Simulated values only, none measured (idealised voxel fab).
The process module presented herein is designated voxel transistor to metal.
Square cells of 5 nm make up the cross-section cut, whose width is 165 nm.
The cross-sections in this document take the form of a grid made of square cells. They are written out as bands, in order from top to bottom. Each band consists of one or more rows of cells. For a band, the entry starts with two heights in nm, that of the top and then that of the bottom, and carries on with the band's materials in order from left to right, each alongside its width in nm; the word "full width" beside a single material means it fills the band edge to edge, and "empty" means empty space. Heights are reckoned from 0. Under this level, the received wafer is all of one material. The bottommost band is open-ended downward, for example "from 0 down". Top row gets the first number, bottom row gets the second, and each row in between changes by the same step: that is how a band width like "30..40" works. No cell of the cross-section changed in a step that is given as "stayed the same". What "Trapped cavities" gives you is every empty space of 8 cells or more that is cut off from the top. Each appears as width x height at distance, with the distance taken from the left edge and width, height and distance all in nm. It should be noted that, on the line of a given step, the content following the step's settings is a remark produced by the simulator itself with respect to that step. overlay nm: on a step with a mask, how far right of its planned place the mask lay; negative means left.

These are the steps we planned for the process
1,RECEIVE,material Si
2,CONFORMAL_DEP,material SiO2,thk nm 5
3,CONFORMAL_DEP,material SiN,thk nm 10
4,DIRECTIONAL_DEP,material aC,thk nm 15
5,PATTERN,tone cover,mask id ACTIVE,material resist,width nm 105,thk nm 30,overlay nm 0
6,DIRECTIONAL_ETCH,etch materials aC,depth nm 15
7,STRIP,etch materials resist
8,DIRECTIONAL_ETCH,etch materials SiN,depth nm 10
9,DIRECTIONAL_ETCH,etch materials SiO2,depth nm 5
10,DIRECTIONAL_ETCH,etch materials Si,depth nm 35
11,STRIP,etch materials aC
12,FILL_DEP,material SiO2,thk nm 10
13,CMP,height nm 15
14,SELECTIVE_ETCH,etch materials SiO2,depth nm 5
15,STRIP,etch materials SiN
16,SELECTIVE_ETCH,etch materials SiO2,depth nm 5
17,OXIDIZE,depth nm 5
18,DIRECTIONAL_DEP,material polySi,thk nm 30
19,DIRECTIONAL_DEP,material SiCN,thk nm 10
20,PATTERN,tone cover,mask id GATE,material resist,width nm 25,thk nm 20,overlay nm 0
21,DIRECTIONAL_ETCH,etch materials SiCN,depth nm 20
22,DIRECTIONAL_ETCH,etch materials polySi,depth nm 40
23,STRIP,etch materials resist
24,CONFORMAL_DEP,material SiN,thk nm 10
25,DIRECTIONAL_ETCH,etch materials SiN,depth nm 10
26,DIRECTIONAL_ETCH,etch materials SiO2,depth nm 5
27,DIRECTIONAL_ETCH,etch materials Si,depth nm 5
28,EPI,material pSi,thk nm 5
29,FILL_DEP,material SiO2,thk nm 10
30,CMP,height nm 40
31,DIRECTIONAL_DEP,material SiO2,thk nm 15
32,PATTERN,tone open,mask id CONTACT,material resist,width nm 30,pitch nm 65,thk nm 20,overlay nm 0
33,DIRECTIONAL_ETCH,etch materials SiO2,depth nm 60
34,STRIP,etch materials resist
35,CONFORMAL_DEP,material TiN,thk nm 5
36,FILL_DEP,material Ru,thk nm 5
37,CMP,height nm 55
38,DIRECTIONAL_DEP,material TiN,thk nm 5
39,DIRECTIONAL_DEP,material Ru,thk nm 20
40,PATTERN,tone cover,mask id METAL_1,material resist,width nm 15,pitch nm 80,thk nm 20,overlay nm 0
41,DIRECTIONAL_ETCH,etch materials Ru,depth nm 20
42,DIRECTIONAL_ETCH,etch materials TiN,depth nm 5
43,STRIP,etch materials resist
44,CONFORMAL_DEP,material SiN,thk nm 5
45,FILL_DEP,material lowk,thk nm 10
46,CMP,height nm 80
47,CONFORMAL_DEP,material SiN,thk nm 5

Cross-section, incoming material, after step 1
from 0 down = Si full width
Trapped cavities: none

As-planned run: cross-section of the first of two wafers at end of module
from 85 to 80 = SiN full width
from 80 to 60 = 30 lowk / 5 SiN / 15 Ru / 5 SiN / 55 lowk / 5 SiN / 15 Ru / 5 SiN / 30 lowk
from 60 to 55 = 35 SiN / 15 TiN / 65 SiN / 15 TiN / 35 SiN
from 55 to 45 = 35 SiO2 / 5 TiN / 20 Ru / 5 TiN / 35 SiO2 / 5 TiN / 20 Ru / 5 TiN / 35 SiO2
from 45 to 40 = 35 SiO2 / 5 TiN / 15 Ru / 10 TiN / 35 SiO2 / 10 TiN / 15 Ru / 5 TiN / 35 SiO2
from 40 to 30 = 35 SiO2 / 5 TiN / 15 Ru / 5 TiN / 10 SiN / 25 SiCN / 10 SiN / 5 TiN / 15 Ru / 5 TiN / 35 SiO2
from 30 to 5 = 35 SiO2 / 5 TiN / 15 Ru / 5 TiN / 10 SiN / 25 polySi / 10 SiN / 5 TiN / 15 Ru / 5 TiN / 35 SiO2
from 5 to 0 = 25 SiO2 / 10 SiN / 10 TiN / 5 Ru / 10 TiN / 10 SiN / 25 polySi / 10 SiN / 10 TiN / 5 Ru / 10 TiN / 10 SiN / 25 SiO2
from 0 to -5 = 35 SiO2 / 5 pSi / 15 TiN / 5 pSi / 45 SiO2 / 5 pSi / 15 TiN / 5 pSi / 35 SiO2
from -5 to -10 = 30 SiO2 / 5 Si / 25 pSi / 45 Si / 25 pSi / 5 Si / 30 SiO2
from -10 to -35 = 30 SiO2 / 105 Si / 30 SiO2
from -35 down = Si full width
Trapped cavities: none

Wafer two, end of module, cross-section. Same start, same plan as wafer one. One mistake in the run
from 85 to 80 = SiN full width
from 80 to 75 = 35 SiN / 15 TiN / 65 SiN / 15 TiN / 35 SiN
from 75 to 55 = Ru full width
from 55 to 45 = 35 SiO2 / 5 TiN / 20 Ru / 5 TiN / 35 SiO2 / 5 TiN / 20 Ru / 5 TiN / 35 SiO2
from 45 to 40 = 35 SiO2 / 5 TiN / 15 Ru / 10 TiN / 35 SiO2 / 10 TiN / 15 Ru / 5 TiN / 35 SiO2
from 40 to 30 = 35 SiO2 / 5 TiN / 15 Ru / 5 TiN / 10 SiN / 25 SiCN / 10 SiN / 5 TiN / 15 Ru / 5 TiN / 35 SiO2
from 30 to 5 = 35 SiO2 / 5 TiN / 15 Ru / 5 TiN / 10 SiN / 25 polySi / 10 SiN / 5 TiN / 15 Ru / 5 TiN / 35 SiO2
from 5 to 0 = 25 SiO2 / 10 SiN / 10 TiN / 5 Ru / 10 TiN / 10 SiN / 25 polySi / 10 SiN / 10 TiN / 5 Ru / 10 TiN / 10 SiN / 25 SiO2
from 0 to -5 = 35 SiO2 / 5 pSi / 15 TiN / 5 pSi / 45 SiO2 / 5 pSi / 15 TiN / 5 pSi / 35 SiO2
from -5 to -10 = 30 SiO2 / 5 Si / 25 pSi / 45 Si / 25 pSi / 5 Si / 30 SiO2
from -10 to -35 = 30 SiO2 / 105 Si / 30 SiO2
from -35 down = Si full width
Trapped cavities: none
What broke from the plan during processing? steps 38 and 39 traded places in the executed sequence
Wrapping up, a cell-based count of both wafers puts the second over or under the first for these materials: Ru +108; SiN -16; lowk -92
